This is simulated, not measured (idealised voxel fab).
process module | voxel transistor to metal
Section cut is 290 nm wide and gridded with 5 nm square cells.
How to read a cross-section here: the picture is a grid of square cells, written as bands going from the top down, and any band can span one or more rows of cells.
First you get the band's top height and its bottom height, in nm, and then the materials it's made of, left to right, with each width in nm. If you see a single material with "all across", that one covers the band edge to edge. "blank" is empty space.
Heights are reckoned from 0. Under this level, the received wafer is all of one material. The bottommost band is open-ended downward, for example "0 down".
Width spec "30->40" -> top row of cells at first value, bottom row at second value, equal per-row change in between.
"same as before" (step): cross-section cells unchanged, all of them.
Any empty space of 8 cells or more lacking an open way to the top shows up in "Enclosed internal voids" as width x height at distance, distance from the left edge, in nm.
Formally, on a step line, whatever follows the settings is a remark that the simulator itself makes on the step.
The line of a step may include "overlay nm". On a step with a mask, this value is how far to the right of its planned place the mask lay. A negative value means the mask lay to the left.
Reading key. Pairs: pre-step and post-step cross-section, one process step apart; post-step view only to lowest changed band. Step between + settings: beneath pair. Runs: pairs may be from different runs of this module, same starting wafer. Continuation from pair above: only where "Pre-processing view" entry says.

## Pre-processing view
> 10 to -5 = blank: 60, then SiCN: 25, then blank: 115, then SiCN: 25, then blank: 65
> -5 to -10 = SiO2 all across
> -10 to -40 = SiO2: 15, then Si: 115, then SiO2: 25, then Si: 115, then SiO2: 20
> -40 down = Si all across
> Enclosed internal voids: none

## Sectional Result
> 15 to 10 = blank: 55, then SiN: 35, then blank: 105, then SiN: 35, then blank: 60
> 10 to 0 = blank: 55, then SiN: 5, then SiCN: 25, then SiN: 5, then blank: 105, then SiN: 5, then SiCN: 25, then SiN: 5, then blank: 60
> 0 to -5 = SiN: 60, then SiCN: 25, then SiN: 115, then SiCN: 25, then SiN: 65
> Below a height of -5, the structure has not been altered.
> Enclosed internal voids: none
What was done to get from the before section above to the after section? CONFORMAL_DEP | material SiN | thk nm 5

Pre-processing view: after-step cross-section of the pair just above applies.

## Sectional Result
> 10 to -5 = blank: 55, then SiN: 5, then SiCN: 25, then SiN: 5, then blank: 105, then SiN: 5, then SiCN: 25, then SiN: 5, then blank: 60
> Below a height of -5, the structure has not been altered.
> Enclosed internal voids: none
What was done to get from the before section above to the after section? DIRECTIONAL_ETCH | etch materials SiN | depth nm 5

Pre-processing view: after-step cross-section of the pair just above applies.

## Sectional Result
> 10 to -5 = blank: 55, then SiN: 5, then SiCN: 25, then SiN: 5, then blank: 105, then SiN: 5, then SiCN: 25, then SiN: 5, then blank: 60
> -5 to -10 = blank: 55, then SiO2: 35, then blank: 105, then SiO2: 35, then blank: 60
> Below a height of -10, the structure has not been altered.
> Enclosed internal voids: none
What was done to get from the before section above to the after section? DIRECTIONAL_ETCH | etch materials SiO2 | depth nm 5

Pre-processing view: after-step cross-section of the pair just above applies.

## Sectional Result
> 10 to -5 = blank: 55, then SiN: 5, then SiCN: 25, then SiN: 5, then blank: 105, then SiN: 5, then SiCN: 25, then SiN: 5, then blank: 60
> -5 to -10 = blank: 55, then SiO2: 35, then blank: 105, then SiO2: 35, then blank: 60
> -10 to -25 = SiO2: 15, then blank: 40, then Si: 35, then blank: 40, then SiO2: 25, then blank: 40, then Si: 35, then blank: 40, then SiO2: 20
> Below a height of -25, the structure has not been altered.
> Enclosed internal voids: none
What was done to get from the before section above to the after section? DIRECTIONAL_ETCH | etch materials Si | depth nm 15

Pre-processing view: after-step cross-section of the pair just above applies.

## Sectional Result
> 10 to -5 = blank: 35, then nSi: 20, then SiN: 5, then SiCN: 25, then SiN: 5, then nSi: 20, then blank: 65, then nSi: 20, then SiN: 5, then SiCN: 25, then SiN: 5, then nSi: 20, then blank: 40
> -5 to -10 = blank: 10, then nSi: 45, then SiO2: 35, then nSi: 45, then blank: 15, then nSi: 45, then SiO2: 35, then nSi: 45, then blank: 15
> -10 to -25 = SiO2: 15, then nSi: 40, then Si: 35, then nSi: 40, then SiO2: 25, then nSi: 40, then Si: 35, then nSi: 40, then SiO2: 20
> Below a height of -25, the structure has not been altered.
> Enclosed internal voids: none
What was done to get from the before section above to the after section? EPI | material nSi | thk nm 20

Pre-processing view: after-step cross-section of the pair just above applies.

## Sectional Result
> 20 to 10 = SiO2 all across
> 10 to -5 = SiO2: 35, then nSi: 20, then SiN: 5, then SiCN: 25, then SiN: 5, then nSi: 20, then SiO2: 65, then nSi: 20, then SiN: 5, then SiCN: 25, then SiN: 5, then nSi: 20, then SiO2: 40
> -5 to -10 = SiO2: 10, then nSi: 45, then SiO2: 35, then nSi: 45, then SiO2: 15, then nSi: 45, then SiO2: 35, then nSi: 45, then SiO2: 15
> Below a height of -10, the structure has not been altered.
> Enclosed internal voids: none
What was done to get from the before section above to the after section? FILL_DEP | material SiO2 | thk nm 10

Pre-processing view: after-step cross-section of the pair just above applies.

## Sectional Result
> 15 to 10 = SiO2 all across
> Below a height of 10, the structure has not been altered.
> Enclosed internal voids: none
What was done to get from the before section above to the after section? CMP | height nm 15

Pre-processing view: after-step cross-section of the pair just above applies.

## Sectional Result
> 10 to -5 = SiO2: 35, then nSi: 20, then SiN: 5, then SiCN: 25, then SiN: 5, then nSi: 20, then SiO2: 65, then nSi: 20, then SiN: 5, then SiCN: 25, then SiN: 5, then nSi: 20, then SiO2: 40
> Below a height of -5, the structure has not been altered.
> Enclosed internal voids: none
What was done to get from the before section above to the after section? SELECTIVE_ETCH | etch materials SiO2 | depth nm 5

Pre-processing view: after-step cross-section of the pair just above applies.

## Sectional Result
> 15 to 10 = HfO2 all across
> Below a height of 10, the structure has not been altered.
> Enclosed internal voids: none
What was done to get from the before section above to the after section? CONFORMAL_DEP | material HfO2 | thk nm 5

Pre-processing view: after-step cross-section of the pair just above applies.

## Sectional Result
> 20 to 15 = TiN all across
> Below a height of 15, the structure has not been altered.
> Enclosed internal voids: none
What was done to get from the before section above to the after section? CONFORMAL_DEP | material TiN | thk nm 5

Pre-processing view: after-step cross-section of the pair just above applies.

## Sectional Result
> 30 to 20 = W all across
> Below a height of 20, the structure has not been altered.
> Enclosed internal voids: none
What was done to get from the before section above to the after section? FILL_DEP | material W | thk nm 10

Pre-processing view: after-step cross-section of the pair just above applies.

## Sectional Result
> 10 to -5 = SiO2: 35, then nSi: 20, then SiN: 5, then SiCN: 25, then SiN: 5, then nSi: 20, then SiO2: 65, then nSi: 20, then SiN: 5, then SiCN: 25, then SiN: 5, then nSi: 20, then SiO2: 40
> Below a height of -5, the structure has not been altered.
> Enclosed internal voids: none
What was done to get from the before section above to the after section? CMP | height nm 10

Pre-processing view: after-step cross-section of the pair just above applies.

## Sectional Result
> 25 to 10 = SiO2 all across
> Below a height of 10, the structure has not been altered.
> Enclosed internal voids: none
What was done to get from the before section above to the after section? DIRECTIONAL_DEP | material SiO2 | thk nm 15

Pre-processing view: after-step cross-section of the pair just above applies.

## Sectional Result
> 25 to 10 = SiO2: 25, then blank: 15, then SiO2: 65, then blank: 15, then SiO2: 45, then blank: 15, then SiO2: 65, then blank: 15, then SiO2: 30
> 10 to -5 = SiO2: 25, then blank: 10, then nSi: 20, then SiN: 5, then SiCN: 25, then SiN: 5, then nSi: 20, then blank: 10, then SiO2: 45, then blank: 10, then nSi: 20, then SiN: 5, then SiCN: 25, then SiN: 5, then nSi: 20, then blank: 10, then SiO2: 30
> Below a height of -5, the structure has not been altered.
> Enclosed internal voids: none
What was done to get from the before section above to the after section? MASKED_ETCH | tone open | mask id CONTACT | width nm 15 | etch materials SiO2 | depth nm 30 | overlay nm 0

Pre-processing view: after-step cross-section of the pair just above applies.

## Sectional Result
> 30 to 25 = TiN: 30, then blank: 5, then TiN: 75, then blank: 5, then TiN: 55, then blank: 5, then TiN: 75, then blank: 5, then TiN: 35
> 25 to 15 = SiO2: 25, then TiN: 5, then blank: 5, then TiN: 5, then SiO2: 65, then TiN: 5, then blank: 5, then TiN: 5, then SiO2: 45, then TiN: 5, then blank: 5, then TiN: 5, then SiO2: 65, then TiN: 5, then blank: 5, then TiN: 5, then SiO2: 30
> 15 to 10 = SiO2: 25, then TiN: 15, then SiO2: 65, then TiN: 15, then SiO2: 45, then TiN: 15, then SiO2: 65, then TiN: 15, then SiO2: 30
> 10 to -5 = SiO2: 25, then TiN: 10, then nSi: 20, then SiN: 5, then SiCN: 25, then SiN: 5, then nSi: 20, then TiN: 10, then SiO2: 45, then TiN: 10, then nSi: 20, then SiN: 5, then SiCN: 25, then SiN: 5, then nSi: 20, then TiN: 10, then SiO2: 30
> Below a height of -5, the structure has not been altered.
> Enclosed internal voids: none
What was done to get from the before section above to the after section? CONFORMAL_DEP | material TiN | thk nm 5

Pre-processing view: after-step cross-section of the pair just above applies.

## Sectional Result
> 35 to 30 = Ru all across
> 30 to 25 = TiN: 30, then Ru: 5, then TiN: 75, then Ru: 5, then TiN: 55, then Ru: 5, then TiN: 75, then Ru: 5, then TiN: 35
> 25 to 15 = SiO2: 25, then TiN: 5, then Ru: 5, then TiN: 5, then SiO2: 65, then TiN: 5, then Ru: 5, then TiN: 5, then SiO2: 45, then TiN: 5, then Ru: 5, then TiN: 5, then SiO2: 65, then TiN: 5, then Ru: 5, then TiN: 5, then SiO2: 30
> Below a height of 15, the structure has not been altered.
> Enclosed internal voids: none
What was done to get from the before section above to the after section? FILL_DEP | material Ru | thk nm 5

Pre-processing view: after-step cross-section of the pair just above applies.

## Sectional Result
> 25 to 15 = SiO2: 25, then TiN: 5, then Ru: 5, then TiN: 5, then SiO2: 65, then TiN: 5, then Ru: 5, then TiN: 5, then SiO2: 45, then TiN: 5, then Ru: 5, then TiN: 5, then SiO2: 65, then TiN: 5, then Ru: 5, then TiN: 5, then SiO2: 30
> Below a height of 15, the structure has not been altered.
> Enclosed internal voids: none
What was done to get from the before section above to the after section? CMP | height nm 25

Pre-processing view: after-step cross-section of the pair just above applies.

## Sectional Result
> 30 to 25 = SiN all across
> Below a height of 25, the structure has not been altered.
> Enclosed internal voids: none
What was done to get from the before section above to the after section? CONFORMAL_DEP | material SiN | thk nm 5

Pre-processing view: after-step cross-section of the pair just above applies.

## Sectional Result
> 50 to 30 = SiO2 all across
> Below a height of 30, the structure has not been altered.
> Enclosed internal voids: none
What was done to get from the before section above to the after section? DIRECTIONAL_DEP | material SiO2 | thk nm 20

Pre-processing view: after-step cross-section of the pair just above applies.

## Sectional Result
> 60 to 50 = aC all across
> Below a height of 50, the structure has not been altered.
> Enclosed internal voids: none
What was done to get from the before section above to the after section? DIRECTIONAL_DEP | material aC | thk nm 10

Pre-processing view: after-step cross-section of the pair just above applies.

## Sectional Result
> 90 to 60 = resist: 25, then blank: 15, then resist: 65, then blank: 15, then resist: 45, then blank: 15, then resist: 65, then blank: 15, then resist: 30
> Below a height of 60, the structure has not been altered.
> Enclosed internal voids: none
What was done to get from the before section above to the after section? PATTERN | tone open | mask id METAL_1 | material resist | width nm 15 | thk nm 30 | overlay nm 0

Pre-processing view: after-step cross-section of the pair just above applies.

## Sectional Result
> 80 to 60 = resist: 25, then blank: 15, then resist: 65, then blank: 15, then resist: 45, then blank: 15, then resist: 65, then blank: 15, then resist: 30
> 60 to 50 = aC: 25, then blank: 15, then aC: 65, then blank: 15, then aC: 45, then blank: 15, then aC: 65, then blank: 15, then aC: 30
> Below a height of 50, the structure has not been altered.
> Enclosed internal voids: none
What was done to get from the before section above to the after section? DIRECTIONAL_ETCH | etch materials aC | depth nm 10

Pre-processing view: after-step cross-section of the pair just above applies.

## Sectional Result
> 60 to 50 = aC: 25, then blank: 15, then aC: 65, then blank: 15, then aC: 45, then blank: 15, then aC: 65, then blank: 15, then aC: 30
> Below a height of 50, the structure has not been altered.
> Enclosed internal voids: none
What was done to get from the before section above to the after section? STRIP | etch materials resist

Pre-processing view: after-step cross-section of the pair just above applies.

## Sectional Result
> 60 to 50 = aC: 25, then blank: 15, then aC: 65, then blank: 15, then aC: 45, then blank: 15, then aC: 65, then blank: 15, then aC: 30
> 50 to 30 = SiO2: 25, then blank: 15, then SiO2: 65, then blank: 15, then SiO2: 45, then blank: 15, then SiO2: 65, then blank: 15, then SiO2: 30
> Below a height of 30, the structure has not been altered.
> Enclosed internal voids: none
What was done to get from the before section above to the after section? DIRECTIONAL_ETCH | etch materials SiO2 | depth nm 20

Pre-processing view: after-step cross-section of the pair just above applies.

## Sectional Result
> 60 to 50 = aC: 25, then blank: 15, then aC: 65, then blank: 15, then aC: 45, then blank: 15, then aC: 65, then blank: 15, then aC: 30
> 50 to 30 = SiO2: 25, then blank: 15, then SiO2: 65, then blank: 15, then SiO2: 45, then blank: 15, then SiO2: 65, then blank: 15, then SiO2: 30
> 30 to 25 = SiN: 25, then blank: 15, then SiN: 65, then blank: 15, then SiN: 45, then blank: 15, then SiN: 65, then blank: 15, then SiN: 30
> Below a height of 25, the structure has not been altered.
> Enclosed internal voids: none
What was done to get from the before section above to the after section? DIRECTIONAL_ETCH | etch materials SiN | depth nm 5

Pre-processing view: after-step cross-section of the pair just above applies.

## Sectional Result
> 50 to 30 = SiO2: 25, then blank: 15, then SiO2: 65, then blank: 15, then SiO2: 45, then blank: 15, then SiO2: 65, then blank: 15, then SiO2: 30
> Below a height of 30, the structure has not been altered.
> Enclosed internal voids: none
What was done to get from the before section above to the after section? STRIP | etch materials aC

Pre-processing view: after-step cross-section of the pair just above applies.

## Sectional Result
> 55 to 50 = TiN: 30, then blank: 5, then TiN: 75, then blank: 5, then TiN: 55, then blank: 5, then TiN: 75, then blank: 5, then TiN: 35
> 50 to 30 = SiO2: 25, then TiN: 5, then blank: 5, then TiN: 5, then SiO2: 65, then TiN: 5, then blank: 5, then TiN: 5, then SiO2: 45, then TiN: 5, then blank: 5, then TiN: 5, then SiO2: 65, then TiN: 5, then blank: 5, then TiN: 5, then SiO2: 30
> 30 to 25 = SiN: 25, then TiN: 15, then SiN: 65, then TiN: 15, then SiN: 45, then TiN: 15, then SiN: 65, then TiN: 15, then SiN: 30
> Below a height of 25, the structure has not been altered.
> Enclosed internal voids: none
What was done to get from the before section above to the after section? CONFORMAL_DEP | material TiN | thk nm 5

Pre-processing view: after-step cross-section of the pair just above applies.

## Sectional Result
> 60 to 55 = Cu all across
> 55 to 50 = TiN: 30, then Cu: 5, then TiN: 75, then Cu: 5, then TiN: 55, then Cu: 5, then TiN: 75, then Cu: 5, then TiN: 35
> 50 to 30 = SiO2: 25, then TiN: 5, then Cu: 5, then TiN: 5, then SiO2: 65, then TiN: 5, then Cu: 5, then TiN: 5, then SiO2: 45, then TiN: 5, then Cu: 5, then TiN: 5, then SiO2: 65, then TiN: 5, then Cu: 5, then TiN: 5, then SiO2: 30
> Below a height of 30, the structure has not been altered.
> Enclosed internal voids: none
What was done to get from the before section above to the after section? FILL_DEP | material Cu | thk nm 5

Pre-processing view: after-step cross-section of the pair just above applies.

## Sectional Result
> 50 to 30 = SiO2: 25, then TiN: 5, then Cu: 5, then TiN: 5, then SiO2: 65, then TiN: 5, then Cu: 5, then TiN: 5, then SiO2: 45, then TiN: 5, then Cu: 5, then TiN: 5, then SiO2: 65, then TiN: 5, then Cu: 5, then TiN: 5, then SiO2: 30
> Below a height of 30, the structure has not been altered.
> Enclosed internal voids: none
What was done to get from the before section above to the after section? CMP | height nm 50

Pre-processing view: after-step cross-section of the pair just above applies.

## Sectional Result
> 55 to 50 = blank: 20, then Ru: 25, then blank: 55, then Ru: 25, then blank: 35, then Ru: 25, then blank: 55, then Ru: 25, then blank: 25
> Below a height of 50, the structure has not been altered.
> Enclosed internal voids: none
What was done to get from the before section above to the after section? EPI | material Ru | thk nm 5

Pre-processing view: after-step cross-section of the pair just above applies.

## Sectional Result
> 60 to 55 = SiCN all across
> 55 to 50 = SiCN: 20, then Ru: 25, then SiCN: 55, then Ru: 25, then SiCN: 35, then Ru: 25, then SiCN: 55, then Ru: 25, then SiCN: 25
> Below a height of 50, the structure has not been altered.
> Enclosed internal voids: none
What was done to get from the before section above to the after section? FILL_DEP | material SiCN | thk nm 5

## Pre-processing view
> 30 to 15 = blank: 55, then SiN: 5, then SiCN: 25, then SiN: 5, then blank: 105, then SiN: 5, then SiCN: 25, then SiN: 5, then blank: 60
> 15 to -5 = blank: 55, then SiN: 5, then polySi: 25, then SiN: 5, then blank: 105, then SiN: 5, then polySi: 25, then SiN: 5, then blank: 60
> -5 to -10 = blank: 55, then SiO2: 35, then blank: 105, then SiO2: 35, then blank: 60
> -10 to -25 = SiO2: 15, then blank: 40, then Si: 35, then blank: 40, then SiO2: 25, then blank: 40, then Si: 35, then blank: 40, then SiO2: 20
> -25 to -40 = SiO2: 15, then Si: 115, then SiO2: 25, then Si: 115, then SiO2: 20
> -40 down = Si all across
> Enclosed internal voids: none

## Sectional Result
> 30 to 15 = blank: 55, then SiN: 5, then SiCN: 25, then SiN: 5, then blank: 105, then SiN: 5, then SiCN: 25, then SiN: 5, then blank: 60
> 15 to -5 = blank: 55, then SiN: 5, then polySi: 25, then SiN: 5, then blank: 105, then SiN: 5, then polySi: 25, then SiN: 5, then blank: 60
> -5 to -10 = blank: 55, then SiO2: 35, then blank: 105, then SiO2: 35, then blank: 60
> -10 to -40 = SiO2: 15, then blank: 40, then Si: 35, then blank: 40, then SiO2: 25, then blank: 40, then Si: 35, then blank: 40, then SiO2: 20
> Below a height of -40, the structure has not been altered.
> Enclosed internal voids: none
What was done to get from the before section above to the after section? DIRECTIONAL_ETCH | etch materials Si | depth nm 15

Pre-processing view: after-step cross-section of the pair just above applies.

## Sectional Result
> 30 to 15 = blank: 55, then SiN: 5, then SiCN: 25, then SiN: 5, then blank: 105, then SiN: 5, then SiCN: 25, then SiN: 5, then blank: 60
> 15 to 10 = blank: 55, then SiN: 5, then polySi: 25, then SiN: 5, then blank: 105, then SiN: 5, then polySi: 25, then SiN: 5, then blank: 60
> 10 to -5 = blank: 35, then nSi: 20, then SiN: 5, then polySi: 25, then SiN: 5, then nSi: 20, then blank: 65, then nSi: 20, then SiN: 5, then polySi: 25, then SiN: 5, then nSi: 20, then blank: 40
> -5 to -10 = blank: 35, then nSi: 20, then SiO2: 35, then nSi: 20, then blank: 65, then nSi: 20, then SiO2: 35, then nSi: 20, then blank: 40
> -10 to -20 = SiO2: 15, then blank: 20, then nSi: 20, then Si: 35, then nSi: 20, then blank: 20, then SiO2: 25, then blank: 20, then nSi: 20, then Si: 35, then nSi: 20, then blank: 20, then SiO2: 20
> -20 to -40 = SiO2: 15, then nSi: 40, then Si: 35, then nSi: 40, then SiO2: 25, then nSi: 40, then Si: 35, then nSi: 40, then SiO2: 20
> Below a height of -40, the structure has not been altered.
> Enclosed internal voids: none
What was done to get from the before section above to the after section? EPI | material nSi | thk nm 20

Pre-processing view: after-step cross-section of the pair just above applies.

## Sectional Result
> 40 to 30 = SiO2 all across
> 30 to 15 = SiO2: 55, then SiN: 5, then SiCN: 25, then SiN: 5, then SiO2: 105, then SiN: 5, then SiCN: 25, then SiN: 5, then SiO2: 60
> 15 to 10 = SiO2: 55, then SiN: 5, then polySi: 25, then SiN: 5, then SiO2: 105, then SiN: 5, then polySi: 25, then SiN: 5, then SiO2: 60
> 10 to -5 = SiO2: 35, then nSi: 20, then SiN: 5, then polySi: 25, then SiN: 5, then nSi: 20, then SiO2: 65, then nSi: 20, then SiN: 5, then polySi: 25, then SiN: 5, then nSi: 20, then SiO2: 40
> -5 to -10 = SiO2: 35, then nSi: 20, then SiO2: 35, then nSi: 20, then SiO2: 65, then nSi: 20, then SiO2: 35, then nSi: 20, then SiO2: 40
> -10 to -20 = SiO2: 35, then nSi: 20, then Si: 35, then nSi: 20, then SiO2: 65, then nSi: 20, then Si: 35, then nSi: 20, then SiO2: 40
> Below a height of -20, the structure has not been altered.
> Enclosed internal voids: none
What was done to get from the before section above to the after section? FILL_DEP | material SiO2 | thk nm 10

Pre-processing view: after-step cross-section of the pair just above applies.

## Sectional Result
> 15 to 10 = SiO2: 55, then SiN: 5, then polySi: 25, then SiN: 5, then SiO2: 105, then SiN: 5, then polySi: 25, then SiN: 5, then SiO2: 60
> Below a height of 10, the structure has not been altered.
> Enclosed internal voids: none
What was done to get from the before section above to the after section? CMP | height nm 15

Pre-processing view: after-step cross-section of the pair just above applies.

## Sectional Result
> 15 to 10 = SiO2: 55, then SiN: 5, then blank: 25, then SiN: 5, then SiO2: 105, then SiN: 5, then blank: 25, then SiN: 5, then SiO2: 60
> 10 to -5 = SiO2: 35, then nSi: 20, then SiN: 5, then blank: 25, then SiN: 5, then nSi: 20, then SiO2: 65, then nSi: 20, then SiN: 5, then blank: 25, then SiN: 5, then nSi: 20, then SiO2: 40
> Below a height of -5, the structure has not been altered.
> Enclosed internal voids: none
What was done to get from the before section above to the after section? STRIP | etch materials polySi

Pre-processing view: after-step cross-section of the pair just above applies.

## Sectional Result
> 15 to 10 = blank: 55, then SiN: 5, then blank: 25, then SiN: 5, then blank: 105, then SiN: 5, then blank: 25, then SiN: 5, then blank: 60
> 10 to -5 = SiO2: 35, then nSi: 20, then SiN: 5, then blank: 25, then SiN: 5, then nSi: 20, then SiO2: 65, then nSi: 20, then SiN: 5, then blank: 25, then SiN: 5, then nSi: 20, then SiO2: 40
> -5 to -10 = SiO2: 35, then nSi: 20, then blank: 35, then nSi: 20, then SiO2: 65, then nSi: 20, then blank: 35, then nSi: 20, then SiO2: 40
> Below a height of -10, the structure has not been altered.
> Enclosed internal voids: none
What was done to get from the before section above to the after section? SELECTIVE_ETCH | etch materials SiO2 | depth nm 5

Pre-processing view: after-step cross-section of the pair just above applies.

## Sectional Result
> 20 to 15 = blank: 50, then HfO2: 15, then blank: 15, then HfO2: 15, then blank: 95, then HfO2: 15, then blank: 15, then HfO2: 15, then blank: 55
> 15 to 10 = HfO2: 55, then SiN: 5, then HfO2: 5, then blank: 15, then HfO2: 5, then SiN: 5, then HfO2: 105, then SiN: 5, then HfO2: 5, then blank: 15, then HfO2: 5, then SiN: 5, then HfO2: 60
> 10 to -5 = SiO2: 35, then nSi: 20, then SiN: 5, then HfO2: 5, then blank: 15, then HfO2: 5, then SiN: 5, then nSi: 20, then SiO2: 65, then nSi: 20, then SiN: 5, then HfO2: 5, then blank: 15, then HfO2: 5, then SiN: 5, then nSi: 20, then SiO2: 40
> -5 to -10 = SiO2: 35, then nSi: 20, then HfO2: 35, then nSi: 20, then SiO2: 65, then nSi: 20, then HfO2: 35, then nSi: 20, then SiO2: 40
> Below a height of -10, the structure has not been altered.
> Enclosed internal voids: none
What was done to get from the before section above to the after section? CONFORMAL_DEP | material HfO2 | thk nm 5

Pre-processing view: after-step cross-section of the pair just above applies.

## Sectional Result
> 25 to 20 = blank: 45, then TiN: 25, then blank: 5, then TiN: 25, then blank: 85, then TiN: 25, then blank: 5, then TiN: 25, then blank: 50
> 20 to 15 = TiN: 50, then HfO2: 15, then TiN: 5, then blank: 5, then TiN: 5, then HfO2: 15, then TiN: 95, then HfO2: 15, then TiN: 5, then blank: 5, then TiN: 5, then HfO2: 15, then TiN: 55
> 15 to 10 = HfO2: 55, then SiN: 5, then HfO2: 5, then TiN: 5, then blank: 5, then TiN: 5, then HfO2: 5, then SiN: 5, then HfO2: 105, then SiN: 5, then HfO2: 5, then TiN: 5, then blank: 5, then TiN: 5, then HfO2: 5, then SiN: 5, then HfO2: 60
> 10 to 0 = SiO2: 35, then nSi: 20, then SiN: 5, then HfO2: 5, then TiN: 5, then blank: 5, then TiN: 5, then HfO2: 5, then SiN: 5, then nSi: 20, then SiO2: 65, then nSi: 20, then SiN: 5, then HfO2: 5, then TiN: 5, then blank: 5, then TiN: 5, then HfO2: 5, then SiN: 5, then nSi: 20, then SiO2: 40
> 0 to -5 = SiO2: 35, then nSi: 20, then SiN: 5, then HfO2: 5, then TiN: 15, then HfO2: 5, then SiN: 5, then nSi: 20, then SiO2: 65, then nSi: 20, then SiN: 5, then HfO2: 5, then TiN: 15, then HfO2: 5, then SiN: 5, then nSi: 20, then SiO2: 40
> Below a height of -5, the structure has not been altered.
> Enclosed internal voids: none
What was done to get from the before section above to the after section? CONFORMAL_DEP | material TiN | thk nm 5

Pre-processing view: after-step cross-section of the pair just above applies.

## Sectional Result
> 35 to 25 = W all across
> 25 to 20 = W: 45, then TiN: 25, then W: 5, then TiN: 25, then W: 85, then TiN: 25, then W: 5, then TiN: 25, then W: 50
> 20 to 15 = TiN: 50, then HfO2: 15, then TiN: 5, then W: 5, then TiN: 5, then HfO2: 15, then TiN: 95, then HfO2: 15, then TiN: 5, then W: 5, then TiN: 5, then HfO2: 15, then TiN: 55
> 15 to 10 = HfO2: 55, then SiN: 5, then HfO2: 5, then TiN: 5, then W: 5, then TiN: 5, then HfO2: 5, then SiN: 5, then HfO2: 105, then SiN: 5, then HfO2: 5, then TiN: 5, then W: 5, then TiN: 5, then HfO2: 5, then SiN: 5, then HfO2: 60
> 10 to 0 = SiO2: 35, then nSi: 20, then SiN: 5, then HfO2: 5, then TiN: 5, then W: 5, then TiN: 5, then HfO2: 5, then SiN: 5, then nSi: 20, then SiO2: 65, then nSi: 20, then SiN: 5, then HfO2: 5, then TiN: 5, then W: 5, then TiN: 5, then HfO2: 5, then SiN: 5, then nSi: 20, then SiO2: 40
> Below a height of 0, the structure has not been altered.
> Enclosed internal voids: none
What was done to get from the before section above to the after section? FILL_DEP | material W | thk nm 10

Pre-processing view: after-step cross-section of the pair just above applies.

## Sectional Result
> 10 to 0 = SiO2: 35, then nSi: 20, then SiN: 5, then HfO2: 5, then TiN: 5, then W: 5, then TiN: 5, then HfO2: 5, then SiN: 5, then nSi: 20, then SiO2: 65, then nSi: 20, then SiN: 5, then HfO2: 5, then TiN: 5, then W: 5, then TiN: 5, then HfO2: 5, then SiN: 5, then nSi: 20, then SiO2: 40
> Below a height of 0, the structure has not been altered.
> Enclosed internal voids: none
What was done to get from the before section above to the after section? CMP | height nm 10

Pre-processing view: after-step cross-section of the pair just above applies.

## Sectional Result
> 25 to 10 = SiO2 all across
> Below a height of 10, the structure has not been altered.
> Enclosed internal voids: none
What was done to get from the before section above to the after section? DIRECTIONAL_DEP | material SiO2 | thk nm 15

Pre-processing view: after-step cross-section of the pair just above applies.

## Sectional Result
> 25 to 10 = SiO2: 25, then blank: 15, then SiO2: 65, then blank: 15, then SiO2: 45, then blank: 15, then SiO2: 65, then blank: 15, then SiO2: 30
> 10 to 0 = SiO2: 25, then blank: 10, then nSi: 20, then SiN: 5, then HfO2: 5, then TiN: 5, then W: 5, then TiN: 5, then HfO2: 5, then SiN: 5, then nSi: 20, then blank: 10, then SiO2: 45, then blank: 10, then nSi: 20, then SiN: 5, then HfO2: 5, then TiN: 5, then W: 5, then TiN: 5, then HfO2: 5, then SiN: 5, then nSi: 20, then blank: 10, then SiO2: 30
> 0 to -5 = SiO2: 25, then blank: 10, then nSi: 20, then SiN: 5, then HfO2: 5, then TiN: 15, then HfO2: 5, then SiN: 5, then nSi: 20, then blank: 10, then SiO2: 45, then blank: 10, then nSi: 20, then SiN: 5, then HfO2: 5, then TiN: 15, then HfO2: 5, then SiN: 5, then nSi: 20, then blank: 10, then SiO2: 30
> Below a height of -5, the structure has not been altered.
> Enclosed internal voids: none
What was done to get from the before section above to the after section? MASKED_ETCH | tone open | mask id CONTACT | width nm 15 | etch materials SiO2 | depth nm 30 | overlay nm 0

Pre-processing view: after-step cross-section of the pair just above applies.

## Sectional Result
> 30 to 25 = TiN: 30, then blank: 5, then TiN: 75, then blank: 5, then TiN: 55, then blank: 5, then TiN: 75, then blank: 5, then TiN: 35
> 25 to 15 = SiO2: 25, then TiN: 5, then blank: 5, then TiN: 5, then SiO2: 65, then TiN: 5, then blank: 5, then TiN: 5, then SiO2: 45, then TiN: 5, then blank: 5, then TiN: 5, then SiO2: 65, then TiN: 5, then blank: 5, then TiN: 5, then SiO2: 30
> 15 to 10 = SiO2: 25, then TiN: 15, then SiO2: 65, then TiN: 15, then SiO2: 45, then TiN: 15, then SiO2: 65, then TiN: 15, then SiO2: 30
> 10 to 0 = SiO2: 25, then TiN: 10, then nSi: 20, then SiN: 5, then HfO2: 5, then TiN: 5, then W: 5, then TiN: 5, then HfO2: 5, then SiN: 5, then nSi: 20, then TiN: 10, then SiO2: 45, then TiN: 10, then nSi: 20, then SiN: 5, then HfO2: 5, then TiN: 5, then W: 5, then TiN: 5, then HfO2: 5, then SiN: 5, then nSi: 20, then TiN: 10, then SiO2: 30
> 0 to -5 = SiO2: 25, then TiN: 10, then nSi: 20, then SiN: 5, then HfO2: 5, then TiN: 15, then HfO2: 5, then SiN: 5, then nSi: 20, then TiN: 10, then SiO2: 45, then TiN: 10, then nSi: 20, then SiN: 5, then HfO2: 5, then TiN: 15, then HfO2: 5, then SiN: 5, then nSi: 20, then TiN: 10, then SiO2: 30
> Below a height of -5, the structure has not been altered.
> Enclosed internal voids: none
What was done to get from the before section above to the after section? CONFORMAL_DEP | material TiN | thk nm 5

Pre-processing view: after-step cross-section of the pair just above applies.

## Sectional Result
> 35 to 30 = Ru all across
> 30 to 25 = TiN: 30, then Ru: 5, then TiN: 75, then Ru: 5, then TiN: 55, then Ru: 5, then TiN: 75, then Ru: 5, then TiN: 35
> 25 to 15 = SiO2: 25, then TiN: 5, then Ru: 5, then TiN: 5, then SiO2: 65, then TiN: 5, then Ru: 5, then TiN: 5, then SiO2: 45, then TiN: 5, then Ru: 5, then TiN: 5, then SiO2: 65, then TiN: 5, then Ru: 5, then TiN: 5, then SiO2: 30
> Below a height of 15, the structure has not been altered.
> Enclosed internal voids: none
What was done to get from the before section above to the after section? FILL_DEP | material Ru | thk nm 5

Pre-processing view: after-step cross-section of the pair just above applies.

## Sectional Result
> 25 to 15 = SiO2: 25, then TiN: 5, then Ru: 5, then TiN: 5, then SiO2: 65, then TiN: 5, then Ru: 5, then TiN: 5, then SiO2: 45, then TiN: 5, then Ru: 5, then TiN: 5, then SiO2: 65, then TiN: 5, then Ru: 5, then TiN: 5, then SiO2: 30
> Below a height of 15, the structure has not been altered.
> Enclosed internal voids: none
What was done to get from the before section above to the after section? CMP | height nm 25

Pre-processing view: after-step cross-section of the pair just above applies.

## Sectional Result
> 30 to 25 = SiN all across
> Below a height of 25, the structure has not been altered.
> Enclosed internal voids: none
What was done to get from the before section above to the after section? CONFORMAL_DEP | material SiN | thk nm 5
